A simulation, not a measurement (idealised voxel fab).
The process module that follows is named voxel wiring stack.
Cross-section cut: width 250 nm, square cells of 5 nm.
In what follows, cross-sections appear as grids of square cells, described through bands that run from the top down, where every band is one or more rows of cells. Look at the band entry: it leads with the top's height and the bottom's height in nm. Then it lists the materials left to right, with a width in nm for each. The word "edge to edge" on a single material says that material fills the band edge to edge. The word "blank" is empty space. Ref level 0: as-received wafer is one material below here. Bottom band extends down with no lower bound ("0..down"). Width "30 to 40": first value at the band's top row of cells, second value at its bottom row, equal change from row to row. Basically "remains unaltered" means that step didn't change any cell in the cross-section. "Unvented internal voids" enumerates empty spaces isolated from the top, with no open way to it, that contain at least 8 cells, giving each as width x height at distance from the left edge, all three in nm. What comes after the settings on a step's line is commentary from the simulator itself on that step. The line of a step may include "overlay nm". On a step with a mask, this value is how far to the right of its planned place the mask lay. A negative value means the mask lay to the left.
THIS SECTION LISTS THE PROCESS STEPS THAT WERE PLANNED
1,RECEIVE (material Si)
2,CONFORMAL_DEP (material SiO2; thk nm 10)
3,DIRECTIONAL_DEP (material TiN; thk nm 5)
4,DIRECTIONAL_DEP (material Ru; thk nm 15)
5,DIRECTIONAL_DEP (material aC; thk nm 10)
6,PATTERN (tone cover; mask id METAL_1; material resist; width nm 30; pitch nm 50; thk nm 25; overlay nm 0)
7,DIRECTIONAL_ETCH (etch materials aC; depth nm 10)
8,STRIP (etch materials resist)
9,DIRECTIONAL_ETCH (etch materials Ru; depth nm 15)
10,DIRECTIONAL_ETCH (etch materials TiN; depth nm 5)
11,STRIP (etch materials aC)
12,FILL_DEP (material SiO2; thk nm 5)
13,CMP (height nm 30)
14,CONFORMAL_DEP (material SiCN; thk nm 5)
15,DIRECTIONAL_DEP (material lowk; thk nm 30)
16,MASKED_ETCH (tone open; mask id METAL_2; width nm 30; pitch nm 50; etch materials lowk; depth nm 20; overlay nm 0)
17,MASKED_ETCH (tone open; mask id METAL_2_HOLES; width nm 15; pitch nm 100; etch materials lowk; depth nm 10; overlay nm 0)
18,MASKED_ETCH (tone open; mask id METAL_2_HOLES; width nm 15; pitch nm 100; etch materials SiCN; depth nm 5; overlay nm 0)
19,CONFORMAL_DEP (material TiN; thk nm 5)
20,FILL_DEP (material Ru; thk nm 5)
21,CMP (height nm 65)
22,CONFORMAL_DEP (material SiCN; thk nm 5)
23,DIRECTIONAL_DEP (material lowk; thk nm 10)
24,PATTERN (tone open; mask id PLUG_2; material resist; width nm 15; pitch nm 50; thk nm 20; overlay nm 0)
25,DIRECTIONAL_ETCH (etch materials lowk; depth nm 10)
26,DIRECTIONAL_ETCH (etch materials SiCN; depth nm 5)
27,STRIP (etch materials resist)
28,EPI (material Ru; thk nm 10)
29,EPI (material Ru; thk nm 5)
30,CONFORMAL_DEP (material SiCN; thk nm 5)
31,DIRECTIONAL_DEP (material SiO2; thk nm 25)
32,PATTERN (tone open; mask id METAL_3; material resist; width nm 30; pitch nm 50; thk nm 15; overlay nm 0)
33,DIRECTIONAL_ETCH (etch materials SiO2; depth nm 25)
34,DIRECTIONAL_ETCH (etch materials SiCN; depth nm 5)
35,STRIP (etch materials resist)
36,CONFORMAL_DEP (material TiN; thk nm 5)
37,FILL_DEP (material Ru; thk nm 5)
38,CMP (height nm 110)
39,CONFORMAL_DEP (material SiN; thk nm 5)
SHOWN IN CROSS-SECTION IS THE WAFER AS RECEIVED, THAT IS, AS IT STANDS AFTER STEP 1
  0..down = Si edge to edge
  Unvented internal voids: none
WHAT THE WAFER LOOKS LIKE IN CROSS-SECTION AFTER THIS MODULE, WHEN IT STARTS AS SHOWN ABOVE AND FOLLOWS THE PLAN ABOVE BUT ONE MISTAKE IS MADE IN RUNNING IT
  115..110 = SiN edge to edge
  110..85 = 60 of SiO2, 5 of TiN, 20 of Ru, 5 of TiN, 20 of SiO2, 5 of TiN, 20 of Ru, 5 of TiN, 20 of SiO2, 5 of TiN, 20 of Ru, 5 of TiN, 60 of SiO2
  85..80 = 60 of SiCN, 30 of TiN, 20 of SiCN, 30 of TiN, 20 of SiCN, 30 of TiN, 60 of SiCN
  80..70 = 60 of lowk, 15 of Ru, 35 of lowk, 15 of Ru, 35 of lowk, 15 of Ru, 75 of lowk
  70..65 = 60 of SiCN, 15 of Ru, 35 of SiCN, 15 of Ru, 35 of SiCN, 15 of Ru, 75 of SiCN
  65..50 = 60 of lowk, 5 of TiN, 20 of Ru, 5 of TiN, 20 of lowk, 5 of TiN, 20 of Ru, 5 of TiN, 20 of lowk, 5 of TiN, 20 of Ru, 5 of TiN, 60 of lowk
  50..45 = 60 of lowk, 5 of TiN, 5 of Ru, 20 of TiN, 20 of lowk, 30 of TiN, 20 of lowk, 5 of TiN, 5 of Ru, 20 of TiN, 60 of lowk
  45..35 = 60 of lowk, 5 of TiN, 5 of Ru, 5 of TiN, 85 of lowk, 5 of TiN, 5 of Ru, 5 of TiN, 75 of lowk
  35..30 = 60 of SiCN, 15 of TiN, 85 of SiCN, 15 of TiN, 75 of SiCN
  30..15 = 60 of SiO2, 30 of Ru, 20 of SiO2, 30 of Ru, 20 of SiO2, 30 of Ru, 60 of SiO2
  15..10 = 60 of SiO2, 30 of TiN, 20 of SiO2, 30 of TiN, 20 of SiO2, 30 of TiN, 60 of SiO2
  10..0 = Ru edge to edge
  0..down = Si edge to edge
  Unvented internal voids: none
Plan not followed: so step 2 ended up running with a different setting than we planned, it ran as CONFORMAL_DEP (material Ru; thk nm 10)
